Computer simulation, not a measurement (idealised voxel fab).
voxel double patterning: a process module
Each square cell in cross-section cut measures 5 nm, and the section as a whole is 250 nm wide.
Cross-sections here: square-cell grids, written as top-down lists of bands, a band being one or more rows of cells. Basically the band line says how high the top is and how high the bottom is, in nm, and then what's in it from left to right, every material with its width in nm. Empty space shows up as "blank", and if a single material carries "all across" it runs the full band edge to edge. Ref level 0: as-received wafer is one material below here. Bottom band extends down with no lower bound ("top 0, no bottom"). With a width like "30..40", each row of cells in the band differs from the next by the same amount, the top row carrying the first number and the bottom row the second. "everything unchanged" for a step: no cell of the cross-section changed in that step. Look at "Closed cavity list" for the closed voids: empty spaces with no open path to the top, sized 8 cells or up. Each is width x height at distance, distance from the left edge, all nm. Step line, after settings: the simulator's comment on this step. overlay nm: right-of-plan distance of the mask on a masked step; negative values mean left-of-plan.
PROCESS STEPS - PLAN
- 1: RECEIVE with material Si
- 2: CONFORMAL_DEP with material SiO2, thk nm 10
- 3: DIRECTIONAL_DEP with material polySi, thk nm 20
- 4: DIRECTIONAL_DEP with material SiN, thk nm 5
- 5: MASKED_ETCH with tone open, mask id FIRST, width nm 15, pitch nm 50, etch materials SiN, depth nm 5, overlay nm 0
- 6: MASKED_ETCH with tone open, mask id SECOND, width nm 15, pitch nm 50, etch materials SiN, depth nm 5, overlay nm 0
- 7: DIRECTIONAL_ETCH with etch materials polySi, depth nm 20
- 8: STRIP with etch materials SiN
INCOMING WAFER, CROSS-SECTIONAL VIEW, POST STEP 1
    top 0, no bottom = Si all across
    Closed cavity list: none
THE CROSS-SECTION SHOWN CORRESPONDS TO THE WAFER AT THE CONCLUSION OF THE MODULE. THE INITIAL STRUCTURE AND THE PROCESS PLAN ARE THOSE PRESENTED ABOVE; HOWEVER, ONE MISTAKE OCCURRED IN EXECUTING THE PLAN
    top 30, bottom 10 = blank (65); polySi (15); blank (35); polySi (15); blank (35); polySi (15); blank (70)
    top 10, bottom 0 = SiO2 all across
    top 0, no bottom = Si all across
    Closed cavity list: none
Finding, execution versus plan: contrary to plan, step 5 was performed as MASKED_ETCH with tone cover, mask id FIRST, width nm 15, pitch nm 50, etch materials SiN, depth nm 5, overlay nm 0
